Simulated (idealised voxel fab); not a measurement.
This section sets out a process module, namely voxel lift off.
It is cross-section cut that appears here, measuring 145 nm in width, its square cells being 5 nm in size.
Cross-section format: a grid of square cells, given as bands from top to bottom; each band is one or more rows of cells.
This entry defines a band. It first specifies the height of the band's top and the height of its bottom in nm, and then specifies the band's materials from left to right, stating each material with its width in nm. The word "everywhere" identifies a single material that fills the band from edge to edge, while the word "blank" identifies empty space.
The level at which height equals 0 is the one under which the wafer, as it arrives, is entirely one material. No lower edge exists for the bottom band, which continues downward and is notated as in "0..down".
Per-row width for "30 to 40": begins at first number (top row of band), ends at second number (bottom row), increment between rows held constant.
No cell of the cross-section changed in a step that is given as "all unchanged".
For the entry "Entrapped void list", the listed items are empty spaces with no open way to the top whose size is 8 cells or more; each item follows the pattern width x height at distance, where distance is from the left edge and all three are in nm.
Formally, on a step line, whatever follows the settings is a remark that the simulator itself makes on the step.
The "overlay nm" setting may appear on a step's line; for a step that uses a mask, it gives how far to the right of its planned position the mask lay, and a negative value indicates the left.
Listed below are the process steps as planned:
1 RECEIVE,material Si
2 CONFORMAL_DEP,material SiN,thk nm 15
3 PATTERN,tone open,mask id LINES,material resist,width nm 15,pitch nm 30,thk nm 25,overlay nm 0
4 DIRECTIONAL_DEP,material Ru,thk nm 10
5 STRIP,etch materials resist
6 CONFORMAL_DEP,material SiO2,thk nm 10
As-received state of the wafer in cross-section, equivalent to post-step 1:
  0..down = Si everywhere
  Entrapped void list: none
Post-module cross-section: identical start and plan to those above, one misstep in execution:
  35..25 = blank: 15; SiO2: 125; blank: 5
  25..15 = SiO2: 25; Ru: 15; SiO2: 15; Ru: 15; SiO2: 15; Ru: 15; SiO2: 15; Ru: 15; SiO2: 15
  15..0 = SiN everywhere
  0..down = Si everywhere
  Entrapped void list: none
Finding, execution versus plan: step 3 deviated from plan and actually ran as PATTERN,tone open,mask id LINES,material resist,width nm 15,pitch nm 30,thk nm 25,overlay nm 5
